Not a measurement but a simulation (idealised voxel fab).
Process module name: voxel capacitor over wiring
The figure presents cross-section cut, which has a width of 255 nm and is divided into square cells with an edge length of 5 nm.
How to read a cross-section here: the picture is a grid of square cells, written as bands going from the top down, and any band can span one or more rows of cells.
Band entry format. Leading values: height of top, height of bottom, nm. Remainder: materials in left-to-right order, each with its width in nm. Special words: "throughout" on a single material, which then fills the band edge to edge; "empty", empty space.
Zero point of the height axis is 0; under it, received wafer = one material. Lowest band: continues down indefinitely, "top 0, no bottom".
The notation "30..40" denotes a width that varies across the rows of cells in the band, beginning at the first number in the top row, finishing at the second number in the bottom row, and changing by an identical amount from each row to the next.
What does "same as before" mean for a step? It means no cell of the cross-section changed in that step.
"Listed closed voids": empty spaces of 8 cells or more with no open way to the top, each given as width x height at distance, distance from the left edge, all in nm.
If you see something after the settings on a step's line, that's the simulator's own remark about that step.
For masked steps, "overlay nm" on the step line gives how far right of plan the mask actually lay; a minus sign means it lay to the left.

### The following list gives the planned process steps
1,RECEIVE (material Si)
2,CONFORMAL_DEP (material SiO2; thk nm 15)
3,DIRECTIONAL_DEP (material TiN; thk nm 5)
4,DIRECTIONAL_DEP (material W; thk nm 20)
5,MASKED_ETCH (tone cover; mask id METAL_1; width nm 20; pitch nm 85; etch materials W; depth nm 20; overlay nm 0)
6,MASKED_ETCH (tone cover; mask id METAL_1; width nm 20; pitch nm 85; etch materials TiN; depth nm 5; overlay nm 0)
7,FILL_DEP (material lowk; thk nm 5)
8,CMP (height nm 40)
9,CONFORMAL_DEP (material SiCN; thk nm 5)
10,DIRECTIONAL_DEP (material lowk; thk nm 10)
11,DIRECTIONAL_DEP (material aC; thk nm 10)
12,PATTERN (tone open; mask id PLUG_1; material resist; width nm 15; thk nm 30; overlay nm 0)
13,DIRECTIONAL_ETCH (etch materials aC; depth nm 10)
14,STRIP (etch materials resist)
15,DIRECTIONAL_ETCH (etch materials lowk; depth nm 10)
16,DIRECTIONAL_ETCH (etch materials SiCN; depth nm 5)
17,STRIP (etch materials aC)
18,EPI (material Ru; thk nm 10)
19,EPI (material Ru; thk nm 5)
20,DIRECTIONAL_DEP (material TiN; thk nm 10)
21,DIRECTIONAL_DEP (material Al2O3; thk nm 5)
22,DIRECTIONAL_DEP (material TiN; thk nm 5)
23,DIRECTIONAL_DEP (material aC; thk nm 10)
24,PATTERN (tone cover; mask id UPPER_PLATE; material resist; width nm 70; thk nm 25; overlay nm 0)
25,DIRECTIONAL_ETCH (etch materials aC; depth nm 10)
26,STRIP (etch materials resist)
27,DIRECTIONAL_ETCH (etch materials TiN; depth nm 5)
28,DIRECTIONAL_ETCH (etch materials Al2O3; depth nm 5)
29,STRIP (etch materials aC)
30,DIRECTIONAL_DEP (material aC; thk nm 15)
31,PATTERN (tone cover; mask id LOWER_PLATE; material resist; width nm 80; thk nm 35; overlay nm 0)
32,DIRECTIONAL_ETCH (etch materials aC; depth nm 15)
33,STRIP (etch materials resist)
34,DIRECTIONAL_ETCH (etch materials TiN; depth nm 10)
35,STRIP (etch materials aC)
36,FILL_DEP (material SiO2; thk nm 15)
37,CMP (height nm 85)
38,MASKED_ETCH (tone open; mask id PLUG_2; width nm 15; etch materials SiO2; depth nm 10; overlay nm 0)
39,CONFORMAL_DEP (material TiN; thk nm 5)
40,FILL_DEP (material W; thk nm 5)
41,CMP (height nm 85)
42,CONFORMAL_DEP (material SiN; thk nm 5)

### Cross-section: wafer on arrival = after step 1
top 0, no bottom | Si throughout
Listed closed voids: none

### The module was run from the start shown above using the plan shown above, but one mistake was made doing it; the resulting wafer cross-section is below
top 90, bottom 85 | SiN throughout
top 85, bottom 80 | SiO2=90  TiN=5  W=5  TiN=5  SiO2=150
top 80, bottom 70 | SiO2=90..80  TiN=15..70  SiO2=150..105
top 70, bottom 65 | SiO2=80  Al2O3=70  SiO2=105
top 65, bottom 55 | SiO2=75  TiN=80  SiO2=100
top 55, bottom 45 | lowk=80  Ru=15  lowk=160
top 45, bottom 40 | SiCN=80  Ru=15  SiCN=160
top 40, bottom 35 | lowk=75  TiN=20  lowk=65  TiN=20  lowk=75
top 35, bottom 15 | W throughout
top 15, bottom 0 | SiO2 throughout
top 0, no bottom | Si throughout
Listed closed voids: none
Heads up, the wafer didn't run the way we planned it: swap of plan steps 3 and 4 during execution
